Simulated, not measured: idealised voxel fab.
This is a process module. Its name is voxel double patterning.
We display cut, a cross-section 170 nm in width whose square cells are each 5 nm.
Cross-sections here: square-cell grids, written as top-down lists of bands, a band being one or more rows of cells. Look at the band entry: it leads with the top's height and the bottom's height in nm. Then it lists the materials left to right, with a width in nm for each. The word "edge to edge" on a single material says that material fills the band edge to edge. The word "empty" is empty space. Note: height 0 marks the level under which the wafer is uniformly one material as received. Lowest band unbounded below, written "0 nm and below". Quick explanation for "30..40": the width changes in equal steps down the rows of cells, from the first number in the band's top row to the second number in its bottom row. Step marked "all unchanged"? Then no cell in the cross-section changed in it. "Fully sealed cavities" means: voids of 8 cells or more that are shut off from the top with no open way through. Written width x height at distance, distance from the left edge, in nm. Past the settings on a step's line: simulator remark, on that step. Among the settings permitted on a step's line is "overlay nm"; applied to a step with a mask, it specifies the extent to which the mask lay to the right of its planned position, whereas a negative figure signifies a position to the left.

Set out below are the planned steps of the process:
1) RECEIVE [material Si]
2) CONFORMAL_DEP [material SiO2] [thk nm 5]
3) DIRECTIONAL_DEP [material TiN] [thk nm 20]
4) DIRECTIONAL_DEP [material SiN] [thk nm 10]
5) MASKED_ETCH [tone open] [mask id FIRST] [width nm 15] [pitch nm 50] [etch materials SiN] [depth nm 10] [overlay nm 0]
6) DIRECTIONAL_DEP [material aC] [thk nm 10]
7) PATTERN [tone open] [mask id SECOND] [material resist] [width nm 15] [thk nm 30] [overlay nm 0]
8) DIRECTIONAL_ETCH [etch materials aC] [depth nm 10]
9) STRIP [etch materials resist]
10) DIRECTIONAL_ETCH [etch materials SiN] [depth nm 10]
11) STRIP [etch materials aC]
12) DIRECTIONAL_ETCH [etch materials TiN] [depth nm 20]
13) STRIP [etch materials SiN]

Step 1 complete: cross-section of the wafer as received:
    0 nm and below = Si edge to edge
    Fully sealed cavities: none

The module was run from the start shown above using the plan shown above, but one mistake was made doing it; the resulting wafer cross-section is below:
    25 nm to 5 nm = 50 of empty / 15 of TiN / 35 of empty / 15 of TiN / 55 of empty
    5 nm to 0 nm = SiO2 edge to edge
    0 nm and below = Si edge to edge
    Fully sealed cavities: none
Run error: in deviation from the planned setting, step 5 was conducted as MASKED_ETCH [tone cover] [mask id FIRST] [width nm 15] [pitch nm 50] [etch materials SiN] [depth nm 10] [overlay nm 0]
